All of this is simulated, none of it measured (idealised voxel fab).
voxel gate over fins: a process module
Each square cell in cross-section cut measures 5 nm, and the section as a whole is 150 nm wide.
Square cells in a grid make up a cross-section in this document, and the grid is given as bands, listed from the top down, each one or more rows of cells.
First you get the band's top height and its bottom height, in nm, and then the materials it's made of, left to right, with each width in nm. If you see a single material with "full width", that one covers the band edge to edge. "air" is empty space.
For the purposes of this specification, 0 denotes the height below which the wafer in its as-received condition is composed wholly of one material, and the lowermost band, lacking a lower limit, extends downward without end, as expressed in "0 nm and below".
A width given as "30..40" starts at the first number in the band's top row and ends at the second number in its bottom row, shifting by an equal amount at every step from row to row.
The designation "left unchanged", where it is given for a processing step, indicates that no cell of the cross-section was altered in the course of that step.
Basically, "Unvented cavities" tells you about the enclosed voids: empty spaces with no open way to the top, 8 cells or bigger, each written width x height at distance, where distance is from the left edge, all in nm.
Note: text after step settings on the step line = simulator remark on that step.
The setting "overlay nm" may be written on the line of a step. When the step uses a mask, the value reports how far to the right of the planned place the mask lay, and a negative value reports that it lay to the left.
[Process steps foreseen in the plan]
- 1: op RECEIVE | material Si
- 2: op CONFORMAL_DEP | material SiN | thk nm 5
- 3: op MASKED_ETCH | tone cover | mask id FINS | width nm 15 | pitch nm 60 | etch materials SiN | depth nm 5 | overlay nm 0
- 4: op MASKED_ETCH | tone cover | mask id FINS | width nm 15 | pitch nm 60 | etch materials Si | depth nm 40 | overlay nm 0
- 5: op OXIDIZE | depth nm 5
- 6: op FILL_DEP | material SiO2 | thk nm 5
- 7: op CMP | height nm 5
- 8: op DIRECTIONAL_DEP | material aC | thk nm 15
- 9: op PATTERN | tone open | mask id RAIL | material resist | width nm 15 | thk nm 35 | overlay nm 0
- 10: op DIRECTIONAL_ETCH | etch materials aC | depth nm 15
- 11: op STRIP | etch materials resist
- 12: op DIRECTIONAL_ETCH | etch materials SiO2 | depth nm 40
- 13: op STRIP | etch materials aC
- 14: op CONFORMAL_DEP | material TiN | thk nm 5
- 15: op FILL_DEP | material W | thk nm 10
- 16: op CMP | height nm 5
- 17: op SELECTIVE_ETCH | etch materials W Ru TiN | depth nm 25
- 18: op FILL_DEP | material SiO2 | thk nm 5
- 19: op CMP | height nm 5
- 20: op SELECTIVE_ETCH | etch materials SiO2 | depth nm 20
- 21: op STRIP | etch materials SiN
- 22: op CONFORMAL_DEP | material HfO2 | thk nm 5
- 23: op CONFORMAL_DEP | material TiN | thk nm 5
- 24: op FILL_DEP | material W | thk nm 10
- 25: op CMP | height nm 15
- 26: op CONFORMAL_DEP | material SiCN | thk nm 5
The plan's step 3 width nm is the first wafer's value; the wafers differ in this setting and start identical.
[Step 1 complete: as-received cross-section of the first of several wafers]
  0 nm and below | Si full width
  Unvented cavities: none
[Cross-sectional representation of the first of several wafers at the end of the module, i.e. after its terminal step, step 26]
  20 nm to 15 nm | SiCN full width
  15 nm to 10 nm | W full width
  10 nm to 5 nm | W: 30; TiN: 25; W: 35; TiN: 25; W: 35
  5 nm to 0 nm | W: 30; TiN: 5; HfO2: 15; TiN: 5; W: 35; TiN: 5; HfO2: 15; TiN: 5; W: 35
  0 nm to -5 nm | W: 30; TiN: 5; HfO2: 5; Si: 5; HfO2: 5; TiN: 5; W: 35; TiN: 5; HfO2: 5; Si: 5; HfO2: 5; TiN: 5; W: 35
  -5 nm to -10 nm | TiN: 35; HfO2: 5; Si: 5; HfO2: 5; TiN: 45; HfO2: 5; Si: 5; HfO2: 5; TiN: 40
  -10 nm to -15 nm | HfO2: 40; Si: 5; HfO2: 55; Si: 5; HfO2: 45
  -15 nm to -20 nm | SiO2: 40; Si: 5; SiO2: 55; Si: 5; SiO2: 45
  -20 nm to -30 nm | SiO2: 40; Si: 5; SiO2: 20; TiN: 5; W: 5; TiN: 5; SiO2: 20; Si: 5; SiO2: 45
  -30 nm to -35 nm | SiO2: 40; Si: 5; SiO2: 20; TiN: 15; SiO2: 20; Si: 5; SiO2: 45
  -35 nm to -45 nm | SiO2: 40; Si: 5; SiO2: 55; Si: 5; SiO2: 45
  -45 nm and below | Si full width
  Unvented cavities: none
[End of module, last wafer sectioned]
  20 nm to 15 nm | SiCN full width
  15 nm to 10 nm | W full width
  10 nm to 5 nm | W: 25; TiN: 40; W: 20; TiN: 40; W: 25
  5 nm to 0 nm | W: 25; TiN: 5; HfO2: 30; TiN: 5; W: 20; TiN: 5; HfO2: 30; TiN: 5; W: 25
  0 nm to -5 nm | W: 25; TiN: 5; HfO2: 5; Si: 20; HfO2: 5; TiN: 5; W: 20; TiN: 5; HfO2: 5; Si: 20; HfO2: 5; TiN: 5; W: 25
  -5 nm to -10 nm | TiN: 30; HfO2: 5; Si: 20; HfO2: 5; TiN: 30; HfO2: 5; Si: 20; HfO2: 5; TiN: 30
  -10 nm to -15 nm | HfO2: 35; Si: 20; HfO2: 40; Si: 20; HfO2: 35
  -15 nm to -20 nm | SiO2: 35; Si: 20; SiO2: 40; Si: 20; SiO2: 35
  -20 nm to -30 nm | SiO2: 35; Si: 20; SiO2: 10; TiN: 5; W: 5; TiN: 5; SiO2: 15; Si: 20; SiO2: 35
  -30 nm to -35 nm | SiO2: 35; Si: 20; SiO2: 10; TiN: 15; SiO2: 15; Si: 20; SiO2: 35
  -35 nm to -45 nm | SiO2: 35; Si: 20; SiO2: 40; Si: 20; SiO2: 35
  -45 nm and below | Si full width
  Unvented cavities: none
[Basically each wafer gets a line in the table, showing it at the end of the module: material by material, the cells it gained (+) or lost (-) since we got it, then its closed voids]
width nm 15, +42 HfO2, -252 Si, +30 SiCN, +159 SiO2, +49 TiN, +92 W, Unvented cavities: none
width nm 20, +42 HfO2, -234 Si, +30 SiCN, +147 SiO2, +49 TiN, +86 W, Unvented cavities: none
width nm 25, +42 HfO2, -216 Si, +30 SiCN, +135 SiO2, +49 TiN, +80 W, Unvented cavities: none
width nm 30, +42 HfO2, -198 Si, +30 SiCN, +123 SiO2, +49 TiN, +74 W, Unvented cavities: none
